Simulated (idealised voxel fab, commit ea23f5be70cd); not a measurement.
Process module heading - voxel self aligned vias
It is cross-section cut that appears here, measuring 270 nm in width, its square cells being 5 nm in size.
Throughout this document, each cross-section is represented as a grid of square cells and is presented as a sequence of bands enumerated from the top downward, where a band comprises one or more rows of cells.
This entry defines a band. It first specifies the height of the band's top and the height of its bottom in nm, and then specifies the band's materials from left to right, stating each material with its width in nm. The word "everywhere" identifies a single material that fills the band from edge to edge, while the word "blank" identifies empty space.
Below 0: as-received wafer, all one material; heights counted from there. Lowest band: no bottom, goes on down, written "z 0 and below".
Note: "30..40" means the width goes from the first number (top row of the band) to the second number (bottom row) in equal steps per row of cells.
Where a step carries "no change occurred", the cross-section came out of it unchanged, cell for cell.
"Voids, enclosed": empty spaces of 8 cells or more with no open way to the top, each given as width x height at distance, distance from the left edge, all in nm.
On each step's line, the part that comes after the settings is the simulator's own comment on the step.
"overlay nm", when on a step's line for a step with a mask, measures how far to the right of its planned place the mask lay; a negative measure means to the left.

### The planned process steps are enumerated hereunder
1) op RECEIVE | material Si
2) op CONFORMAL_DEP | material SiO2 | thk nm 15
3) op CONFORMAL_DEP | material SiCN | thk nm 5
4) op DIRECTIONAL_DEP | material SiO2 | thk nm 25
5) op DIRECTIONAL_DEP | material aC | thk nm 15
6) op PATTERN | tone open | mask id LINES | material resist | width nm 25 | pitch nm 65 | thk nm 35 | overlay nm 0
7) op DIRECTIONAL_ETCH | etch materials aC | depth nm 15
8) op STRIP | etch materials resist
9) op DIRECTIONAL_ETCH | etch materials SiO2 | depth nm 25
10) op STRIP | etch materials aC
11) op CONFORMAL_DEP | material TiN | thk nm 5
12) op FILL_DEP | material W | thk nm 10
13) op CMP | height nm 45
14) op SELECTIVE_ETCH | etch materials W Ru TiN | depth nm 10
15) op FILL_DEP | material SiN | thk nm 10
16) op CMP | height nm 45
17) op DIRECTIONAL_DEP | material SiO2 | thk nm 20
18) op DIRECTIONAL_DEP | material aC | thk nm 15
19) op PATTERN | tone open | mask id VIAS | material resist | width nm 35 | pitch nm 65 | thk nm 35 | overlay nm 0
20) op DIRECTIONAL_ETCH | etch materials aC | depth nm 15
21) op STRIP | etch materials resist
22) op DIRECTIONAL_ETCH | etch materials SiO2 | depth nm 20
23) op DIRECTIONAL_ETCH | etch materials SiN | depth nm 10
24) op STRIP | etch materials aC
25) op CONFORMAL_DEP | material TiN | thk nm 5
26) op FILL_DEP | material W | thk nm 10
27) op CMP | height nm 65
28) op CONFORMAL_DEP | material SiN | thk nm 5

### Received-state cross-section, reflecting completion of step 1
> z 0 and below  Si everywhere
> Voids, enclosed: none

### Wafer cross-section at end of module: start and plan as shown above, one execution error
> z 70 to 65  SiN everywhere
> z 65 to 40  SiO2 85, TiN 5, W 25, TiN 5, SiO2 30, TiN 5, W 25, TiN 5, SiO2 85
> z 40 to 35  SiO2 85, TiN 35, SiO2 30, TiN 35, SiO2 85
> z 35 to 25  SiO2 85, TiN 10, W 15, TiN 10, SiO2 30, TiN 10, W 15, TiN 10, SiO2 85
> z 25 to 20  SiO2 90, TiN 25, SiO2 40, TiN 25, SiO2 90
> z 20 to 15  SiCN everywhere
> z 15 to 0  SiO2 everywhere
> z 0 and below  Si everywhere
> Voids, enclosed: none
Against the plan, the run slipped here: the plan's step 22 ran twice
